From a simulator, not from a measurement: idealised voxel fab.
Process module heading - voxel released beams
Square cell edge 5 nm, section width 170 nm, ID cut.
Bands, listed from the top down, are how a cross-section gets written in this document; the cross-section itself is a grid of square cells, and a band is one or more rows of them. A band entry consists of two parts. The first gives the height of the band's top and the height of its bottom, in nm. The rest lists the band's materials from left to right, each with its width in nm. A single material labelled with the word "all across" fills the band from edge to edge, and the word "air" marks empty space. Convention: height 0 is the level below which the wafer, as received, is all one material. The lowest band does not terminate at the bottom but continues downward, represented as "top 0, no bottom". It should be noted that a width expressed as "30..40" varies in equal increments from row to row of cells within the band, taking the value of the first number at the top row and that of the second number at the bottom row. "left unchanged" (step): cross-section cells unchanged, all of them. "Enclosed internal voids": sealed empty spaces, 8 cells or more, no open way to top, listed width x height at distance, with distance from the left edge and width, height and distance in nm. Where a step's line continues beyond its settings, the continuation is a remark by the simulator itself on that step. Each step line may optionally specify "overlay nm", which for a step with a mask gives the rightward distance between the mask's planned place and where it lay, a negative value indicating the leftward direction.

## So here's the lineup of process steps we planned
1 RECEIVE (material Si)
2 CONFORMAL_DEP (material Al2O3; thk nm 10)
3 DIRECTIONAL_DEP (material SiO2; thk nm 20)
4 PATTERN (tone open; mask id ANCHOR; material resist; width nm 30; thk nm 20; overlay nm 0)
5 DIRECTIONAL_ETCH (etch materials SiO2; depth nm 20)
6 STRIP (etch materials resist)
7 CONFORMAL_DEP (material W; thk nm 10)
8 PATTERN (tone cover; mask id BEAM; material resist; width nm 75; thk nm 15; overlay nm 0)
9 DIRECTIONAL_ETCH (etch materials W; depth nm 10)
10 STRIP (etch materials resist)
11 STRIP (etch materials SiO2)

## As-received wafer cross-section (after step 1)
	top 0, no bottom | Si all across
	Enclosed internal voids: none

## Sectioned view, first of two wafers, at the close of the module, processed as intended in the plan
	top 40, bottom 30 | air: 45; W: 15; air: 10; W: 50; air: 50
	top 30, bottom 20 | air: 50; W: 10; air: 10; W: 10; air: 90
	top 20, bottom 10 | air: 50; W: 30; air: 90
	top 10, bottom 0 | Al2O3 all across
	top 0, no bottom | Si all across
	Enclosed internal voids: none

## So this is wafer number two of the two, cut at the end of the module - it started where the first did and had the same plan, we just got one thing wrong running it
	top 40, bottom 35 | air: 45; W: 15; air: 10; W: 50; air: 50
	top 35, bottom 30 | W: 60; air: 10; W: 100
	top 30, bottom 20 | SiO2: 50; W: 10; air: 10; W: 10; SiO2: 90
	top 20, bottom 10 | SiO2: 50; W: 30; SiO2: 90
	top 10, bottom 0 | Al2O3 all across
	top 0, no bottom | Si all across
	Enclosed internal voids: none
It is concluded that the wafer was processed incorrectly with respect to the plan, in that step 9 did not use the planned setting and instead ran as DIRECTIONAL_ETCH (etch materials W; depth nm 5)
The closing comparison, in cells, has the second wafer with more or fewer of some materials than the first: SiO2: 112 more, W: 19 more
